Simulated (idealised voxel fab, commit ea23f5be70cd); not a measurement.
Proc. module: voxel ribs on slabs
For reference, the cross-section in this document is cut, with width 185 nm and square cells of 5 nm.
If you're reading a cross-section in this doc, picture square cells in a grid; it comes to you as bands, top ones listed first down to the bottom, and a band can be one or more rows of cells. Within each band entry, the heights of the top and of the bottom of the band appear first, in that order and in nm; the materials of the band then follow from left to right, each with its corresponding width in nm. The designation "full width" on a single material indicates that it fills the band from edge to edge; the designation "empty" indicates empty space. Height reference: 0 = level under which incoming wafer is all one material. Lowest band: no bottom, runs on downward, e.g. "top 0, no bottom". It should be noted that a width expressed as "30..40" varies in equal increments from row to row of cells within the band, taking the value of the first number at the top row and that of the second number at the bottom row. Reading "no modification" for a step: not a cell of the cross-section changed in it. Basically, "Trapped cavities" tells you about the enclosed voids: empty spaces with no open way to the top, 8 cells or bigger, each written width x height at distance, where distance is from the left edge, all in nm. Where a step's line continues beyond its settings, the continuation is a remark by the simulator itself on that step. Steps that use a mask can have "overlay nm" on their line. It says how far the mask sat to the right of where it was meant to be. Negative means to the left. Reading key. Pairs: pre-step and post-step cross-section, one process step apart; post-step view only to lowest changed band. Step between + settings: beneath pair. Runs: pairs may be from different runs of this module, same starting wafer. Continuation from pair above: only where "Status quo ante" entry says.
Status quo ante:
> top 50, bottom 40 | aC=50 | empty=80 | aC=55
> top 40, bottom 35 | SiN=50 | empty=80 | SiN=55
> top 35, bottom 30 | SiN=50 | empty=25 | SiN=30 | empty=25 | SiN=55
> top 30, bottom 0 | SiO2 full width
> top 0, no bottom | Si full width
> Trapped cavities: none
Post-Step Cross-Section:
> top 40, bottom 35 | SiN=50 | empty=80 | SiN=55
> below 35: unchanged
> Trapped cavities: none
Going from one cross-section above to the next, the wafer undergoes STRIP: etch materials aC
Status quo ante: taken from the pair above, after panel.
Post-Step Cross-Section:
> top 55, bottom 40 | SiO2 full width
> top 40, bottom 35 | SiN=50 | SiO2=80 | SiN=55
> top 35, bottom 30 | SiN=50 | SiO2=25 | SiN=30 | SiO2=25 | SiN=55
> below 30: unchanged
> Trapped cavities: none
Going from one cross-section above to the next, the wafer undergoes FILL_DEP: material SiO2, thk nm 15
Status quo ante: taken from the pair above, after panel.
Post-Step Cross-Section:
> top 65, bottom 55 | W full width
> below 55: unchanged
> Trapped cavities: none
Going from one cross-section above to the next, the wafer undergoes DIRECTIONAL_DEP: material W, thk nm 10
Status quo ante: taken from the pair above, after panel.
Post-Step Cross-Section:
> top 65, bottom 55 | empty=70 | W=40 | empty=75
> below 55: unchanged
> Trapped cavities: none
Going from one cross-section above to the next, the wafer undergoes MASKED_ETCH: tone cover, mask id HEATER, width nm 40, etch materials W, depth nm 10, overlay nm 0
Status quo ante: taken from the pair above, after panel.
Post-Step Cross-Section:
> top 75, bottom 65 | empty=60 | SiN=60 | empty=65
> top 65, bottom 55 | SiN=70 | W=40 | SiN=75
> below 55: unchanged
> Trapped cavities: none
Going from one cross-section above to the next, the wafer undergoes CONFORMAL_DEP: material SiN, thk nm 10
